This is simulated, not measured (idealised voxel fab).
Process module under the name voxel wiring stack
We display cut, a cross-section 280 nm in width whose square cells are each 5 nm.
Cross-section = grid of square cells, listed top down in bands; band = one or more rows.
Basically the band line says how high the top is and how high the bottom is, in nm, and then what's in it from left to right, every material with its width in nm. Empty space shows up as "air", and if a single material carries "all across" it runs the full band edge to edge.
Beneath 0, the wafer as received is one material, and that level is where height counting begins. The lowest band goes on downward without a bottom; it is written like "z 0 and below".
Per-row width for "30 to 40": begins at first number (top row of band), ends at second number (bottom row), increment between rows held constant.
No cell of the cross-section changed in a step that is given as "all unchanged".
In the "Closed void roster" entry, you get each enclosed empty space of 8 cells or more, one with no open way to the top, written width x height at distance, distance from the left edge, in nm.
after a step's settings: what the simulator itself notes on the step
The setting "overlay nm" may be written on the line of a step. When the step uses a mask, the value reports how far to the right of the planned place the mask lay, and a negative value reports that it lay to the left.
**List of planned process steps**
1. RECEIVE,material Si
2. CONFORMAL_DEP,material SiO2,thk nm 10
3. DIRECTIONAL_DEP,material TiN,thk nm 5
4. DIRECTIONAL_DEP,material W,thk nm 15
5. PATTERN,tone cover,mask id METAL_1,material resist,width nm 30,pitch nm 55,thk nm 15,overlay nm 0
6. DIRECTIONAL_ETCH,etch materials W,depth nm 15
7. DIRECTIONAL_ETCH,etch materials TiN,depth nm 5
8. STRIP,etch materials resist
9. FILL_DEP,material SiO2,thk nm 10
10. CMP,height nm 30
11. CONFORMAL_DEP,material SiCN,thk nm 5
12. DIRECTIONAL_DEP,material lowk,thk nm 20
13. PATTERN,tone open,mask id PLUG_1,material resist,width nm 15,pitch nm 55,thk nm 15,overlay nm 0
14. DIRECTIONAL_ETCH,etch materials lowk,depth nm 20
15. DIRECTIONAL_ETCH,etch materials SiCN,depth nm 5
16. STRIP,etch materials resist
17. CONFORMAL_DEP,material TiN,thk nm 5
18. FILL_DEP,material Ru,thk nm 5
19. CMP,height nm 55
20. DIRECTIONAL_DEP,material TiN,thk nm 5
21. DIRECTIONAL_DEP,material Ru,thk nm 15
22. PATTERN,tone cover,mask id METAL_2,material resist,width nm 30,pitch nm 55,thk nm 20,overlay nm 0
23. DIRECTIONAL_ETCH,etch materials Ru,depth nm 15
24. DIRECTIONAL_ETCH,etch materials TiN,depth nm 5
25. STRIP,etch materials resist
26. CONFORMAL_DEP,material SiCN,thk nm 5
27. FILL_DEP,material SiO2,thk nm 5
28. CMP,height nm 75
29. CONFORMAL_DEP,material SiN,thk nm 5
**First out of two wafers; run went to plan**
**As-received wafer cross-section (after step 1)**
* z 0 and below = Si all across
* Closed void roster: none
**after step 2**
* z 10 to 0 = SiO2 all across
* Below 0, the layers are the same as they were.
**after step 3**
* z 15 to 10 = TiN all across
* Below 10, the layers are the same as they were.
**after step 4**
* z 30 to 15 = W all across
* Below 15, the layers are the same as they were.
**after step 5**
* z 45 to 30 = air 95 nm | resist 30 nm | air 25 nm | resist 30 nm | air 100 nm
* Below 30, the layers are the same as they were.
**after step 6**
* z 45 to 30 = air 95 nm | resist 30 nm | air 25 nm | resist 30 nm | air 100 nm
* z 30 to 15 = air 95 nm | W 30 nm | air 25 nm | W 30 nm | air 100 nm
* Below 15, the layers are the same as they were.
**after step 7**
* z 45 to 30 = air 95 nm | resist 30 nm | air 25 nm | resist 30 nm | air 100 nm
* z 30 to 15 = air 95 nm | W 30 nm | air 25 nm | W 30 nm | air 100 nm
* z 15 to 10 = air 95 nm | TiN 30 nm | air 25 nm | TiN 30 nm | air 100 nm
* Below 10, the layers are the same as they were.
**after step 8**
* z 30 to 15 = air 95 nm | W 30 nm | air 25 nm | W 30 nm | air 100 nm
* Below 15, the layers are the same as they were.
**after step 9**
* z 40 to 30 = SiO2 all across
* z 30 to 15 = SiO2 95 nm | W 30 nm | SiO2 25 nm | W 30 nm | SiO2 100 nm
* z 15 to 10 = SiO2 95 nm | TiN 30 nm | SiO2 25 nm | TiN 30 nm | SiO2 100 nm
* Below 10, the layers are the same as they were.
**after step 10**
* z 30 to 15 = SiO2 95 nm | W 30 nm | SiO2 25 nm | W 30 nm | SiO2 100 nm
* Below 15, the layers are the same as they were.
**after step 11**
* z 35 to 30 = SiCN all across
* Below 30, the layers are the same as they were.
**after step 12**
* z 55 to 35 = lowk all across
* Below 35, the layers are the same as they were.
**after step 13**
* z 70 to 55 = resist 95 nm | air 15 nm | resist 40 nm | air 15 nm | resist 115 nm
* Below 55, the layers are the same as they were.
**after step 14**
* z 70 to 55 = resist 95 nm | air 15 nm | resist 40 nm | air 15 nm | resist 115 nm
* z 55 to 35 = lowk 95 nm | air 15 nm | lowk 40 nm | air 15 nm | lowk 115 nm
* Below 35, the layers are the same as they were.
**after step 15**
* z 70 to 55 = resist 95 nm | air 15 nm | resist 40 nm | air 15 nm | resist 115 nm
* z 55 to 35 = lowk 95 nm | air 15 nm | lowk 40 nm | air 15 nm | lowk 115 nm
* z 35 to 30 = SiCN 95 nm | air 15 nm | SiCN 40 nm | air 15 nm | SiCN 115 nm
* Below 30, the layers are the same as they were.
**after step 16**
* z 55 to 35 = lowk 95 nm | air 15 nm | lowk 40 nm | air 15 nm | lowk 115 nm
* Below 35, the layers are the same as they were.
**after step 17**
* z 60 to 55 = TiN 100 nm | air 5 nm | TiN 50 nm | air 5 nm | TiN 120 nm
* z 55 to 35 = lowk 95 nm | TiN 5 nm | air 5 nm | TiN 5 nm | lowk 40 nm | TiN 5 nm | air 5 nm | TiN 5 nm | lowk 115 nm
* z 35 to 30 = SiCN 95 nm | TiN 15 nm | SiCN 40 nm | TiN 15 nm | SiCN 115 nm
* Below 30, the layers are the same as they were.
**after step 18**
* z 65 to 60 = Ru all across
* z 60 to 55 = TiN 100 nm | Ru 5 nm | TiN 50 nm | Ru 5 nm | TiN 120 nm
* z 55 to 35 = lowk 95 nm | TiN 5 nm | Ru 5 nm | TiN 5 nm | lowk 40 nm | TiN 5 nm | Ru 5 nm | TiN 5 nm | lowk 115 nm
* Below 35, the layers are the same as they were.
**after step 19**
* z 55 to 35 = lowk 95 nm | TiN 5 nm | Ru 5 nm | TiN 5 nm | lowk 40 nm | TiN 5 nm | Ru 5 nm | TiN 5 nm | lowk 115 nm
* Below 35, the layers are the same as they were.
**after step 20**
* z 60 to 55 = TiN all across
* Below 55, the layers are the same as they were.
**after step 21**
* z 75 to 60 = Ru all across
* Below 60, the layers are the same as they were.
**after step 22**
* z 95 to 75 = air 95 nm | resist 30 nm | air 25 nm | resist 30 nm | air 100 nm
* Below 75, the layers are the same as they were.
**after step 23**
* z 95 to 75 = air 95 nm | resist 30 nm | air 25 nm | resist 30 nm | air 100 nm
* z 75 to 60 = air 95 nm | Ru 30 nm | air 25 nm | Ru 30 nm | air 100 nm
* Below 60, the layers are the same as they were.
**after step 24**
* z 95 to 75 = air 95 nm | resist 30 nm | air 25 nm | resist 30 nm | air 100 nm
* z 75 to 60 = air 95 nm | Ru 30 nm | air 25 nm | Ru 30 nm | air 100 nm
* z 60 to 55 = air 95 nm | TiN 30 nm | air 25 nm | TiN 30 nm | air 100 nm
* Below 55, the layers are the same as they were.
**after step 25**
* z 75 to 60 = air 95 nm | Ru 30 nm | air 25 nm | Ru 30 nm | air 100 nm
* Below 60, the layers are the same as they were.
**after step 26**
* z 80 to 75 = air 90 nm | SiCN 40 nm | air 15 nm | SiCN 40 nm | air 95 nm
* z 75 to 60 = air 90 nm | SiCN 5 nm | Ru 30 nm | SiCN 5 nm | air 15 nm | SiCN 5 nm | Ru 30 nm | SiCN 5 nm | air 95 nm
* z 60 to 55 = SiCN 95 nm | TiN 30 nm | SiCN 25 nm | TiN 30 nm | SiCN 100 nm
* Below 55, the layers are the same as they were.
**after step 27**
* z 85 to 80 = SiO2 all across
* z 80 to 75 = SiO2 90 nm | SiCN 40 nm | SiO2 15 nm | SiCN 40 nm | SiO2 95 nm
* z 75 to 60 = SiO2 90 nm | SiCN 5 nm | Ru 30 nm | SiCN 5 nm | SiO2 15 nm | SiCN 5 nm | Ru 30 nm | SiCN 5 nm | SiO2 95 nm
* Below 60, the layers are the same as they were.
**after step 28**
* z 75 to 60 = SiO2 90 nm | SiCN 5 nm | Ru 30 nm | SiCN 5 nm | SiO2 15 nm | SiCN 5 nm | Ru 30 nm | SiCN 5 nm | SiO2 95 nm
* Below 60, the layers are the same as they were.
**after step 29**
* z 80 to 75 = SiN all across
* Below 75, the layers are the same as they were.
**The second wafer began exactly as the first did and followed the same plan, but one mistake was made while running it; through step 27 inclusive, the two wafers are identical**
**Cross-sectional representation of the second wafer at the time designated in the plan for the completion of step 28**
* z 70 to 60 = SiO2 90 nm | SiCN 5 nm | Ru 30 nm | SiCN 5 nm | SiO2 15 nm | SiCN 5 nm | Ru 30 nm | SiCN 5 nm | SiO2 95 nm
* Below 60, the layers are the same as they were.
**Cross-sectional representation of the second wafer at the time designated in the plan for the completion of step 29**
* z 75 to 70 = SiN all across
* Below 70, the layers are the same as they were.
Diagnosis: step 28 was not run as planned; what actually ran was CMP,height nm 70
Bottom line after processing is that, in cells, the second wafer is up or down on some materials versus the first: -12 Ru, -4 SiCN, -40 SiO2
